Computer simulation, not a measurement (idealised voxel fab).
Documented hereafter: the process module known as voxel wiring stack.
For reference, the cross-section in this document is cut, with width 220 nm and square cells of 5 nm.
Notation: cross-section as square-cell grid; stated in bands, top first, going down; one or more cell rows per band. Band entry format. Leading values: height of top, height of bottom, nm. Remainder: materials in left-to-right order, each with its width in nm. Special words: "everywhere" on a single material, which then fills the band edge to edge; "blank", empty space. Height datum 0, below which the as-received substrate wafer is one material. Lowest band open at the bottom, running downward: "from 0 down". The notation "30->40" denotes a width that varies across the rows of cells in the band, beginning at the first number in the top row, finishing at the second number in the bottom row, and changing by an identical amount from each row to the next. "stayed the same" -> step changed no cross-section cell. The entry titled "Enclosed voids" provides the empty spaces that have no open way to the top, restricted to those of 8 cells or more. Each is presented as width x height at distance, the distance being measured from the left edge, with all three in nm. Heads up: the bit after the settings on a step's line is the simulator's remark on that step. overlay nm: on a step with a mask, how far right of its planned place the mask lay; negative means left.
## The following list gives the planned process steps
- 1: RECEIVE, material Si
- 2: CONFORMAL_DEP, material SiO2, thk nm 15
- 3: DIRECTIONAL_DEP, material TiN, thk nm 5
- 4: DIRECTIONAL_DEP, material W, thk nm 15
- 5: DIRECTIONAL_DEP, material aC, thk nm 10
- 6: PATTERN, tone cover, mask id METAL_1, material resist, width nm 20, pitch nm 50, thk nm 25, overlay nm 0
- 7: DIRECTIONAL_ETCH, etch materials aC, depth nm 10
- 8: STRIP, etch materials resist
- 9: DIRECTIONAL_ETCH, etch materials W, depth nm 15
- 10: DIRECTIONAL_ETCH, etch materials TiN, depth nm 5
- 11: STRIP, etch materials aC
- 12: CONFORMAL_DEP, material SiN, thk nm 5
- 13: FILL_DEP, material SiO2, thk nm 10
- 14: CMP, height nm 35
- 15: CONFORMAL_DEP, material SiCN, thk nm 5
- 16: DIRECTIONAL_DEP, material lowk, thk nm 10
- 17: DIRECTIONAL_DEP, material aC, thk nm 15
- 18: PATTERN, tone open, mask id PLUG_1, material resist, width nm 15, pitch nm 50, thk nm 30, overlay nm 0
- 19: DIRECTIONAL_ETCH, etch materials aC, depth nm 15
- 20: STRIP, etch materials resist
- 21: DIRECTIONAL_ETCH, etch materials lowk, depth nm 10
- 22: DIRECTIONAL_ETCH, etch materials SiCN, depth nm 5
- 23: STRIP, etch materials aC
- 24: EPI, material Ru, thk nm 10
- 25: EPI, material Ru, thk nm 5
- 26: CONFORMAL_DEP, material SiCN, thk nm 5
- 27: DIRECTIONAL_DEP, material SiO2, thk nm 25
- 28: MASKED_ETCH, tone open, mask id METAL_2, width nm 20, pitch nm 50, etch materials SiO2, depth nm 25, overlay nm 0
- 29: MASKED_ETCH, tone open, mask id METAL_2, width nm 20, pitch nm 50, etch materials SiCN, depth nm 5, overlay nm 0
- 30: CONFORMAL_DEP, material TiN, thk nm 5
- 31: FILL_DEP, material W, thk nm 10
- 32: CMP, height nm 80
- 33: CONFORMAL_DEP, material SiCN, thk nm 5
- 34: DIRECTIONAL_DEP, material SiO2, thk nm 10
- 35: DIRECTIONAL_DEP, material aC, thk nm 15
- 36: PATTERN, tone open, mask id PLUG_2, material resist, width nm 15, pitch nm 50, thk nm 30, overlay nm 0
- 37: DIRECTIONAL_ETCH, etch materials aC, depth nm 15
- 38: STRIP, etch materials resist
- 39: DIRECTIONAL_ETCH, etch materials SiO2, depth nm 10
- 40: DIRECTIONAL_ETCH, etch materials SiCN, depth nm 5
- 41: STRIP, etch materials aC
- 42: EPI, material Ru, thk nm 10
- 43: EPI, material Ru, thk nm 5
- 44: DIRECTIONAL_DEP, material TiN, thk nm 5
- 45: DIRECTIONAL_DEP, material Ru, thk nm 20
- 46: MASKED_ETCH, tone cover, mask id METAL_3, width nm 20, pitch nm 50, etch materials Ru, depth nm 20, overlay nm 0
- 47: MASKED_ETCH, tone cover, mask id METAL_3, width nm 20, pitch nm 50, etch materials TiN, depth nm 5, overlay nm 0
- 48: CONFORMAL_DEP, material SiCN, thk nm 5
- 49: FILL_DEP, material SiO2, thk nm 10
- 50: CMP, height nm 120
- 51: CONFORMAL_DEP, material SiN, thk nm 5
## First of two wafers: run as planned
## Cross-section of the wafer upon arrival, representing the state reached after step 1
  from 0 down: Si everywhere
  Enclosed voids: none
## Wafer xsec, post step 2
  from 15 to 0: SiO2 everywhere
  Nothing below the height 0 has changed.
## Wafer xsec, post step 3
  from 20 to 15: TiN everywhere
  Nothing below the height 15 has changed.
## Wafer xsec, post step 4
  from 35 to 20: W everywhere
  Nothing below the height 20 has changed.
## Wafer xsec, post step 5
  from 45 to 35: aC everywhere
  Nothing below the height 35 has changed.
## Wafer xsec, post step 6
  from 70 to 45: 75 nm blank, 20 nm resist, 30 nm blank, 20 nm resist, 75 nm blank
  Nothing below the height 45 has changed.
## Wafer xsec, post step 7
  from 60 to 45: 75 nm blank, 20 nm resist, 30 nm blank, 20 nm resist, 75 nm blank
  from 45 to 35: 75 nm blank, 20 nm aC, 30 nm blank, 20 nm aC, 75 nm blank
  Nothing below the height 35 has changed.
## Wafer xsec, post step 8
  from 45 to 35: 75 nm blank, 20 nm aC, 30 nm blank, 20 nm aC, 75 nm blank
  Nothing below the height 35 has changed.
## Wafer xsec, post step 9
  from 45 to 35: 75 nm blank, 20 nm aC, 30 nm blank, 20 nm aC, 75 nm blank
  from 35 to 20: 75 nm blank, 20 nm W, 30 nm blank, 20 nm W, 75 nm blank
  Nothing below the height 20 has changed.
## Wafer xsec, post step 10
  from 45 to 35: 75 nm blank, 20 nm aC, 30 nm blank, 20 nm aC, 75 nm blank
  from 35 to 20: 75 nm blank, 20 nm W, 30 nm blank, 20 nm W, 75 nm blank
  from 20 to 15: 75 nm blank, 20 nm TiN, 30 nm blank, 20 nm TiN, 75 nm blank
  Nothing below the height 15 has changed.
## Wafer xsec, post step 11
  from 35 to 20: 75 nm blank, 20 nm W, 30 nm blank, 20 nm W, 75 nm blank
  Nothing below the height 20 has changed.
## Wafer xsec, post step 12
  from 40 to 35: 70 nm blank, 30 nm SiN, 20 nm blank, 30 nm SiN, 70 nm blank
  from 35 to 20: 70 nm blank, 5 nm SiN, 20 nm W, 5 nm SiN, 20 nm blank, 5 nm SiN, 20 nm W, 5 nm SiN, 70 nm blank
  from 20 to 15: 75 nm SiN, 20 nm TiN, 30 nm SiN, 20 nm TiN, 75 nm SiN
  Nothing below the height 15 has changed.
## Wafer xsec, post step 13
  from 50 to 40: SiO2 everywhere
  from 40 to 35: 70 nm SiO2, 30 nm SiN, 20 nm SiO2, 30 nm SiN, 70 nm SiO2
  from 35 to 20: 70 nm SiO2, 5 nm SiN, 20 nm W, 5 nm SiN, 20 nm SiO2, 5 nm SiN, 20 nm W, 5 nm SiN, 70 nm SiO2
  Nothing below the height 20 has changed.
## Wafer xsec, post step 14
  from 35 to 20: 70 nm SiO2, 5 nm SiN, 20 nm W, 5 nm SiN, 20 nm SiO2, 5 nm SiN, 20 nm W, 5 nm SiN, 70 nm SiO2
  Nothing below the height 20 has changed.
## Wafer xsec, post step 15
  from 40 to 35: SiCN everywhere
  Nothing below the height 35 has changed.
## Wafer xsec, post step 16
  from 50 to 40: lowk everywhere
  Nothing below the height 40 has changed.
## Wafer xsec, post step 17
  from 65 to 50: aC everywhere
  Nothing below the height 50 has changed.
## Wafer xsec, post step 18
  from 95 to 65: 75 nm resist, 15 nm blank, 35 nm resist, 15 nm blank, 80 nm resist
  Nothing below the height 65 has changed.
## Wafer xsec, post step 19
  from 80 to 65: 75 nm resist, 15 nm blank, 35 nm resist, 15 nm blank, 80 nm resist
  from 65 to 50: 75 nm aC, 15 nm blank, 35 nm aC, 15 nm blank, 80 nm aC
  Nothing below the height 50 has changed.
## Wafer xsec, post step 20
  from 65 to 50: 75 nm aC, 15 nm blank, 35 nm aC, 15 nm blank, 80 nm aC
  Nothing below the height 50 has changed.
## Wafer xsec, post step 21
  from 65 to 50: 75 nm aC, 15 nm blank, 35 nm aC, 15 nm blank, 80 nm aC
  from 50 to 40: 75 nm lowk, 15 nm blank, 35 nm lowk, 15 nm blank, 80 nm lowk
  Nothing below the height 40 has changed.
## Wafer xsec, post step 22
  from 65 to 50: 75 nm aC, 15 nm blank, 35 nm aC, 15 nm blank, 80 nm aC
  from 50 to 40: 75 nm lowk, 15 nm blank, 35 nm lowk, 15 nm blank, 80 nm lowk
  from 40 to 35: 75 nm SiCN, 15 nm blank, 35 nm SiCN, 15 nm blank, 80 nm SiCN
  Nothing below the height 35 has changed.
## Wafer xsec, post step 23
  from 50 to 40: 75 nm lowk, 15 nm blank, 35 nm lowk, 15 nm blank, 80 nm lowk
  Nothing below the height 40 has changed.
## Wafer xsec, post step 24
  from 50 to 45: 75 nm lowk, 15 nm blank, 35 nm lowk, 15 nm blank, 80 nm lowk
  from 45 to 40: 75 nm lowk, 15 nm Ru, 35 nm lowk, 15 nm Ru, 80 nm lowk
  from 40 to 35: 75 nm SiCN, 15 nm Ru, 35 nm SiCN, 15 nm Ru, 80 nm SiCN
  Nothing below the height 35 has changed.
## Wafer xsec, post step 25
  from 50 to 40: 75 nm lowk, 15 nm Ru, 35 nm lowk, 15 nm Ru, 80 nm lowk
  Nothing below the height 40 has changed.
## Wafer xsec, post step 26
  from 55 to 50: SiCN everywhere
  Nothing below the height 50 has changed.
## Wafer xsec, post step 27
  from 80 to 55: SiO2 everywhere
  Nothing below the height 55 has changed.
## Wafer xsec, post step 28
  from 80 to 55: 75 nm SiO2, 20 nm blank, 30 nm SiO2, 20 nm blank, 75 nm SiO2
  Nothing below the height 55 has changed.
## Wafer xsec, post step 29
  from 80 to 55: 75 nm SiO2, 20 nm blank, 30 nm SiO2, 20 nm blank, 75 nm SiO2
  from 55 to 50: 75 nm SiCN, 20 nm blank, 30 nm SiCN, 20 nm blank, 75 nm SiCN
  Nothing below the height 50 has changed.
## Wafer xsec, post step 30
  from 85 to 80: 80 nm TiN, 10 nm blank, 40 nm TiN, 10 nm blank, 80 nm TiN
  from 80 to 55: 75 nm SiO2, 5 nm TiN, 10 nm blank, 5 nm TiN, 30 nm SiO2, 5 nm TiN, 10 nm blank, 5 nm TiN, 75 nm SiO2
  from 55 to 50: 75 nm SiCN, 20 nm TiN, 30 nm SiCN, 20 nm TiN, 75 nm SiCN
  Nothing below the height 50 has changed.
## Wafer xsec, post step 31
  from 95 to 85: W everywhere
  from 85 to 80: 80 nm TiN, 10 nm W, 40 nm TiN, 10 nm W, 80 nm TiN
  from 80 to 55: 75 nm SiO2, 5 nm TiN, 10 nm W, 5 nm TiN, 30 nm SiO2, 5 nm TiN, 10 nm W, 5 nm TiN, 75 nm SiO2
  Nothing below the height 55 has changed.
## Wafer xsec, post step 32
  from 80 to 55: 75 nm SiO2, 5 nm TiN, 10 nm W, 5 nm TiN, 30 nm SiO2, 5 nm TiN, 10 nm W, 5 nm TiN, 75 nm SiO2
  Nothing below the height 55 has changed.
## Wafer xsec, post step 33
  from 85 to 80: SiCN everywhere
  Nothing below the height 80 has changed.
## Wafer xsec, post step 34
  from 95 to 85: SiO2 everywhere
  Nothing below the height 85 has changed.
## Wafer xsec, post step 35
  from 110 to 95: aC everywhere
  Nothing below the height 95 has changed.
## Wafer xsec, post step 36
  from 140 to 110: 75 nm resist, 15 nm blank, 35 nm resist, 15 nm blank, 80 nm resist
  Nothing below the height 110 has changed.
## Wafer xsec, post step 37
  from 125 to 110: 75 nm resist, 15 nm blank, 35 nm resist, 15 nm blank, 80 nm resist
  from 110 to 95: 75 nm aC, 15 nm blank, 35 nm aC, 15 nm blank, 80 nm aC
  Nothing below the height 95 has changed.
## Wafer xsec, post step 38
  from 110 to 95: 75 nm aC, 15 nm blank, 35 nm aC, 15 nm blank, 80 nm aC
  Nothing below the height 95 has changed.
## Wafer xsec, post step 39
  from 110 to 95: 75 nm aC, 15 nm blank, 35 nm aC, 15 nm blank, 80 nm aC
  from 95 to 85: 75 nm SiO2, 15 nm blank, 35 nm SiO2, 15 nm blank, 80 nm SiO2
  Nothing below the height 85 has changed.
## Wafer xsec, post step 40
  from 110 to 95: 75 nm aC, 15 nm blank, 35 nm aC, 15 nm blank, 80 nm aC
  from 95 to 85: 75 nm SiO2, 15 nm blank, 35 nm SiO2, 15 nm blank, 80 nm SiO2
  from 85 to 80: 75 nm SiCN, 15 nm blank, 35 nm SiCN, 15 nm blank, 80 nm SiCN
  Nothing below the height 80 has changed.
## Wafer xsec, post step 41
  from 95 to 85: 75 nm SiO2, 15 nm blank, 35 nm SiO2, 15 nm blank, 80 nm SiO2
  Nothing below the height 85 has changed.
## Wafer xsec, post step 42
  from 95 to 90: 75 nm SiO2, 15 nm blank, 35 nm SiO2, 15 nm blank, 80 nm SiO2
  from 90 to 85: 75 nm SiO2, 15 nm Ru, 35 nm SiO2, 15 nm Ru, 80 nm SiO2
  from 85 to 80: 75 nm SiCN, 15 nm Ru, 35 nm SiCN, 15 nm Ru, 80 nm SiCN
  Nothing below the height 80 has changed.
## Wafer xsec, post step 43
  from 95 to 85: 75 nm SiO2, 15 nm Ru, 35 nm SiO2, 15 nm Ru, 80 nm SiO2
  Nothing below the height 85 has changed.
## Wafer xsec, post step 44
  from 100 to 95: TiN everywhere
  Nothing below the height 95 has changed.
## Wafer xsec, post step 45
  from 120 to 100: Ru everywhere
  Nothing below the height 100 has changed.
## Wafer xsec, post step 46
  from 120 to 100: 75 nm blank, 20 nm Ru, 30 nm blank, 20 nm Ru, 75 nm blank
  Nothing below the height 100 has changed.
## Wafer xsec, post step 47
  from 120 to 100: 75 nm blank, 20 nm Ru, 30 nm blank, 20 nm Ru, 75 nm blank
  from 100 to 95: 75 nm blank, 20 nm TiN, 30 nm blank, 20 nm TiN, 75 nm blank
  Nothing below the height 95 has changed.
## Wafer xsec, post step 48
  from 125 to 120: 70 nm blank, 30 nm SiCN, 20 nm blank, 30 nm SiCN, 70 nm blank
  from 120 to 100: 70 nm blank, 5 nm SiCN, 20 nm Ru, 5 nm SiCN, 20 nm blank, 5 nm SiCN, 20 nm Ru, 5 nm SiCN, 70 nm blank
  from 100 to 95: 75 nm SiCN, 20 nm TiN, 30 nm SiCN, 20 nm TiN, 75 nm SiCN
  Nothing below the height 95 has changed.
## Wafer xsec, post step 49
  from 135 to 125: SiO2 everywhere
  from 125 to 120: 70 nm SiO2, 30 nm SiCN, 20 nm SiO2, 30 nm SiCN, 70 nm SiO2
  from 120 to 100: 70 nm SiO2, 5 nm SiCN, 20 nm Ru, 5 nm SiCN, 20 nm SiO2, 5 nm SiCN, 20 nm Ru, 5 nm SiCN, 70 nm SiO2
  Nothing below the height 100 has changed.
## Wafer xsec, post step 50
  from 120 to 100: 70 nm SiO2, 5 nm SiCN, 20 nm Ru, 5 nm SiCN, 20 nm SiO2, 5 nm SiCN, 20 nm Ru, 5 nm SiCN, 70 nm SiO2
  Nothing below the height 100 has changed.
## Wafer xsec, post step 51
  from 125 to 120: SiN everywhere
  Nothing below the height 120 has changed.
## Regarding the second of the two wafers: it shared the first wafer's starting condition and process plan, yet one error occurred during its execution. Its history coincides with that of the first wafer up to and including step 1
## Cross-sectional representation of the second wafer at the time designated in the plan for the completion of step 2
  from 5 to 0: TiN everywhere
  Nothing below the height 0 has changed.
## Cross-sectional representation of the second wafer at the time designated in the plan for the completion of step 3
  from 20 to 5: SiO2 everywhere
  Nothing below the height 5 has changed.
## Cross-sectional representation of the second wafer at the time designated in the plan for the completion of step 4
  from 35 to 20: W everywhere
  Nothing below the height 20 has changed.
## Cross-sectional representation of the second wafer at the time designated in the plan for the completion of step 5
  from 45 to 35: aC everywhere
  Nothing below the height 35 has changed.
## Cross-sectional representation of the second wafer at the time designated in the plan for the completion of step 6
  from 70 to 45: 75 nm blank, 20 nm resist, 30 nm blank, 20 nm resist, 75 nm blank
  Nothing below the height 45 has changed.
## Cross-sectional representation of the second wafer at the time designated in the plan for the completion of step 7
  from 60 to 45: 75 nm blank, 20 nm resist, 30 nm blank, 20 nm resist, 75 nm blank
  from 45 to 35: 75 nm blank, 20 nm aC, 30 nm blank, 20 nm aC, 75 nm blank
  Nothing below the height 35 has changed.
## Cross-sectional representation of the second wafer at the time designated in the plan for the completion of step 8
  from 45 to 35: 75 nm blank, 20 nm aC, 30 nm blank, 20 nm aC, 75 nm blank
  Nothing below the height 35 has changed.
## Cross-sectional representation of the second wafer at the time designated in the plan for the completion of step 9
  from 45 to 35: 75 nm blank, 20 nm aC, 30 nm blank, 20 nm aC, 75 nm blank
  from 35 to 20: 75 nm blank, 20 nm W, 30 nm blank, 20 nm W, 75 nm blank
  Nothing below the height 20 has changed.
Cross-sectional representation of the second wafer at the time designated in the plan for the completion of step 10: stayed the same
## Cross-sectional representation of the second wafer at the time designated in the plan for the completion of step 11
  from 35 to 20: 75 nm blank, 20 nm W, 30 nm blank, 20 nm W, 75 nm blank
  Nothing below the height 20 has changed.
## Cross-sectional representation of the second wafer at the time designated in the plan for the completion of step 12
  from 40 to 35: 70 nm blank, 30 nm SiN, 20 nm blank, 30 nm SiN, 70 nm blank
  from 35 to 25: 70 nm blank, 5 nm SiN, 20 nm W, 5 nm SiN, 20 nm blank, 5 nm SiN, 20 nm W, 5 nm SiN, 70 nm blank
  from 25 to 20: 75 nm SiN, 20 nm W, 30 nm SiN, 20 nm W, 75 nm SiN
  Nothing below the height 20 has changed.
## Cross-sectional representation of the second wafer at the time designated in the plan for the completion of step 13
  from 50 to 40: SiO2 everywhere
  from 40 to 35: 70 nm SiO2, 30 nm SiN, 20 nm SiO2, 30 nm SiN, 70 nm SiO2
  from 35 to 25: 70 nm SiO2, 5 nm SiN, 20 nm W, 5 nm SiN, 20 nm SiO2, 5 nm SiN, 20 nm W, 5 nm SiN, 70 nm SiO2
  Nothing below the height 25 has changed.
## Cross-sectional representation of the second wafer at the time designated in the plan for the completion of step 14
  from 35 to 25: 70 nm SiO2, 5 nm SiN, 20 nm W, 5 nm SiN, 20 nm SiO2, 5 nm SiN, 20 nm W, 5 nm SiN, 70 nm SiO2
  Nothing below the height 25 has changed.
## Cross-sectional representation of the second wafer at the time designated in the plan for the completion of step 15
  from 40 to 35: SiCN everywhere
  Nothing below the height 35 has changed.
## Cross-sectional representation of the second wafer at the time designated in the plan for the completion of step 16
  from 50 to 40: lowk everywhere
  Nothing below the height 40 has changed.
## Cross-sectional representation of the second wafer at the time designated in the plan for the completion of step 17
  from 65 to 50: aC everywhere
  Nothing below the height 50 has changed.
## Cross-sectional representation of the second wafer at the time designated in the plan for the completion of step 18
  from 95 to 65: 75 nm resist, 15 nm blank, 35 nm resist, 15 nm blank, 80 nm resist
  Nothing below the height 65 has changed.
## Cross-sectional representation of the second wafer at the time designated in the plan for the completion of step 19
  from 80 to 65: 75 nm resist, 15 nm blank, 35 nm resist, 15 nm blank, 80 nm resist
  from 65 to 50: 75 nm aC, 15 nm blank, 35 nm aC, 15 nm blank, 80 nm aC
  Nothing below the height 50 has changed.
## Cross-sectional representation of the second wafer at the time designated in the plan for the completion of step 20
  from 65 to 50: 75 nm aC, 15 nm blank, 35 nm aC, 15 nm blank, 80 nm aC
  Nothing below the height 50 has changed.
## Cross-sectional representation of the second wafer at the time designated in the plan for the completion of step 21
  from 65 to 50: 75 nm aC, 15 nm blank, 35 nm aC, 15 nm blank, 80 nm aC
  from 50 to 40: 75 nm lowk, 15 nm blank, 35 nm lowk, 15 nm blank, 80 nm lowk
  Nothing below the height 40 has changed.
## Cross-sectional representation of the second wafer at the time designated in the plan for the completion of step 22
  from 65 to 50: 75 nm aC, 15 nm blank, 35 nm aC, 15 nm blank, 80 nm aC
  from 50 to 40: 75 nm lowk, 15 nm blank, 35 nm lowk, 15 nm blank, 80 nm lowk
  from 40 to 35: 75 nm SiCN, 15 nm blank, 35 nm SiCN, 15 nm blank, 80 nm SiCN
  Nothing below the height 35 has changed.
## Cross-sectional representation of the second wafer at the time designated in the plan for the completion of step 23
  from 50 to 40: 75 nm lowk, 15 nm blank, 35 nm lowk, 15 nm blank, 80 nm lowk
  Nothing below the height 40 has changed.
## Cross-sectional representation of the second wafer at the time designated in the plan for the completion of step 24
  from 50 to 45: 75 nm lowk, 15 nm blank, 35 nm lowk, 15 nm blank, 80 nm lowk
  from 45 to 40: 75 nm lowk, 15 nm Ru, 35 nm lowk, 15 nm Ru, 80 nm lowk
  from 40 to 35: 75 nm SiCN, 15 nm Ru, 35 nm SiCN, 15 nm Ru, 80 nm SiCN
  Nothing below the height 35 has changed.
## Cross-sectional representation of the second wafer at the time designated in the plan for the completion of step 25
  from 50 to 40: 75 nm lowk, 15 nm Ru, 35 nm lowk, 15 nm Ru, 80 nm lowk
  Nothing below the height 40 has changed.
## Cross-sectional representation of the second wafer at the time designated in the plan for the completion of step 26
  from 55 to 50: SiCN everywhere
  Nothing below the height 50 has changed.
## Cross-sectional representation of the second wafer at the time designated in the plan for the completion of step 27
  from 80 to 55: SiO2 everywhere
  Nothing below the height 55 has changed.
## Cross-sectional representation of the second wafer at the time designated in the plan for the completion of step 28
  from 80 to 55: 75 nm SiO2, 20 nm blank, 30 nm SiO2, 20 nm blank, 75 nm SiO2
  Nothing below the height 55 has changed.
## Cross-sectional representation of the second wafer at the time designated in the plan for the completion of step 29
  from 80 to 55: 75 nm SiO2, 20 nm blank, 30 nm SiO2, 20 nm blank, 75 nm SiO2
  from 55 to 50: 75 nm SiCN, 20 nm blank, 30 nm SiCN, 20 nm blank, 75 nm SiCN
  Nothing below the height 50 has changed.
## Cross-sectional representation of the second wafer at the time designated in the plan for the completion of step 30
  from 85 to 80: 80 nm TiN, 10 nm blank, 40 nm TiN, 10 nm blank, 80 nm TiN
  from 80 to 55: 75 nm SiO2, 5 nm TiN, 10 nm blank, 5 nm TiN, 30 nm SiO2, 5 nm TiN, 10 nm blank, 5 nm TiN, 75 nm SiO2
  from 55 to 50: 75 nm SiCN, 20 nm TiN, 30 nm SiCN, 20 nm TiN, 75 nm SiCN
  Nothing below the height 50 has changed.
## Cross-sectional representation of the second wafer at the time designated in the plan for the completion of step 31
  from 95 to 85: W everywhere
  from 85 to 80: 80 nm TiN, 10 nm W, 40 nm TiN, 10 nm W, 80 nm TiN
  from 80 to 55: 75 nm SiO2, 5 nm TiN, 10 nm W, 5 nm TiN, 30 nm SiO2, 5 nm TiN, 10 nm W, 5 nm TiN, 75 nm SiO2
  Nothing below the height 55 has changed.
## Cross-sectional representation of the second wafer at the time designated in the plan for the completion of step 32
  from 80 to 55: 75 nm SiO2, 5 nm TiN, 10 nm W, 5 nm TiN, 30 nm SiO2, 5 nm TiN, 10 nm W, 5 nm TiN, 75 nm SiO2
  Nothing below the height 55 has changed.
## Cross-sectional representation of the second wafer at the time designated in the plan for the completion of step 33
  from 85 to 80: SiCN everywhere
  Nothing below the height 80 has changed.
## Cross-sectional representation of the second wafer at the time designated in the plan for the completion of step 34
  from 95 to 85: SiO2 everywhere
  Nothing below the height 85 has changed.
## Cross-sectional representation of the second wafer at the time designated in the plan for the completion of step 35
  from 110 to 95: aC everywhere
  Nothing below the height 95 has changed.
## Cross-sectional representation of the second wafer at the time designated in the plan for the completion of step 36
  from 140 to 110: 75 nm resist, 15 nm blank, 35 nm resist, 15 nm blank, 80 nm resist
  Nothing below the height 110 has changed.
## Cross-sectional representation of the second wafer at the time designated in the plan for the completion of step 37
  from 125 to 110: 75 nm resist, 15 nm blank, 35 nm resist, 15 nm blank, 80 nm resist
  from 110 to 95: 75 nm aC, 15 nm blank, 35 nm aC, 15 nm blank, 80 nm aC
  Nothing below the height 95 has changed.
## Cross-sectional representation of the second wafer at the time designated in the plan for the completion of step 38
  from 110 to 95: 75 nm aC, 15 nm blank, 35 nm aC, 15 nm blank, 80 nm aC
  Nothing below the height 95 has changed.
## Cross-sectional representation of the second wafer at the time designated in the plan for the completion of step 39
  from 110 to 95: 75 nm aC, 15 nm blank, 35 nm aC, 15 nm blank, 80 nm aC
  from 95 to 85: 75 nm SiO2, 15 nm blank, 35 nm SiO2, 15 nm blank, 80 nm SiO2
  Nothing below the height 85 has changed.
## Cross-sectional representation of the second wafer at the time designated in the plan for the completion of step 40
  from 110 to 95: 75 nm aC, 15 nm blank, 35 nm aC, 15 nm blank, 80 nm aC
  from 95 to 85: 75 nm SiO2, 15 nm blank, 35 nm SiO2, 15 nm blank, 80 nm SiO2
  from 85 to 80: 75 nm SiCN, 15 nm blank, 35 nm SiCN, 15 nm blank, 80 nm SiCN
  Nothing below the height 80 has changed.
## Cross-sectional representation of the second wafer at the time designated in the plan for the completion of step 41
  from 95 to 85: 75 nm SiO2, 15 nm blank, 35 nm SiO2, 15 nm blank, 80 nm SiO2
  Nothing below the height 85 has changed.
## Cross-sectional representation of the second wafer at the time designated in the plan for the completion of step 42
  from 95 to 90: 75 nm SiO2, 15 nm blank, 35 nm SiO2, 15 nm blank, 80 nm SiO2
  from 90 to 85: 75 nm SiO2, 15 nm Ru, 35 nm SiO2, 15 nm Ru, 80 nm SiO2
  from 85 to 80: 75 nm SiCN, 15 nm Ru, 35 nm SiCN, 15 nm Ru, 80 nm SiCN
  Nothing below the height 80 has changed.
## Cross-sectional representation of the second wafer at the time designated in the plan for the completion of step 43
  from 95 to 85: 75 nm SiO2, 15 nm Ru, 35 nm SiO2, 15 nm Ru, 80 nm SiO2
  Nothing below the height 85 has changed.
## Cross-sectional representation of the second wafer at the time designated in the plan for the completion of step 44
  from 100 to 95: TiN everywhere
  Nothing below the height 95 has changed.
## Cross-sectional representation of the second wafer at the time designated in the plan for the completion of step 45
  from 120 to 100: Ru everywhere
  Nothing below the height 100 has changed.
## Cross-sectional representation of the second wafer at the time designated in the plan for the completion of step 46
  from 120 to 100: 75 nm blank, 20 nm Ru, 30 nm blank, 20 nm Ru, 75 nm blank
  Nothing below the height 100 has changed.
## Cross-sectional representation of the second wafer at the time designated in the plan for the completion of step 47
  from 120 to 100: 75 nm blank, 20 nm Ru, 30 nm blank, 20 nm Ru, 75 nm blank
  from 100 to 95: 75 nm blank, 20 nm TiN, 30 nm blank, 20 nm TiN, 75 nm blank
  Nothing below the height 95 has changed.
## Cross-sectional representation of the second wafer at the time designated in the plan for the completion of step 48
  from 125 to 120: 70 nm blank, 30 nm SiCN, 20 nm blank, 30 nm SiCN, 70 nm blank
  from 120 to 100: 70 nm blank, 5 nm SiCN, 20 nm Ru, 5 nm SiCN, 20 nm blank, 5 nm SiCN, 20 nm Ru, 5 nm SiCN, 70 nm blank
  from 100 to 95: 75 nm SiCN, 20 nm TiN, 30 nm SiCN, 20 nm TiN, 75 nm SiCN
  Nothing below the height 95 has changed.
## Cross-sectional representation of the second wafer at the time designated in the plan for the completion of step 49
  from 135 to 125: SiO2 everywhere
  from 125 to 120: 70 nm SiO2, 30 nm SiCN, 20 nm SiO2, 30 nm SiCN, 70 nm SiO2
  from 120 to 100: 70 nm SiO2, 5 nm SiCN, 20 nm Ru, 5 nm SiCN, 20 nm SiO2, 5 nm SiCN, 20 nm Ru, 5 nm SiCN, 70 nm SiO2
  Nothing below the height 100 has changed.
## Cross-sectional representation of the second wafer at the time designated in the plan for the completion of step 50
  from 120 to 100: 70 nm SiO2, 5 nm SiCN, 20 nm Ru, 5 nm SiCN, 20 nm SiO2, 5 nm SiCN, 20 nm Ru, 5 nm SiCN, 70 nm SiO2
  Nothing below the height 100 has changed.
## Cross-sectional representation of the second wafer at the time designated in the plan for the completion of step 51
  from 125 to 120: SiN everywhere
  Nothing below the height 120 has changed.
Which mistake was made when the wafer was run? steps 2 and 3 were swapped
Final comparison by cell count, materials where the second wafer has more or fewer than the first: -4 SiN, -32 SiO2, +36 TiN
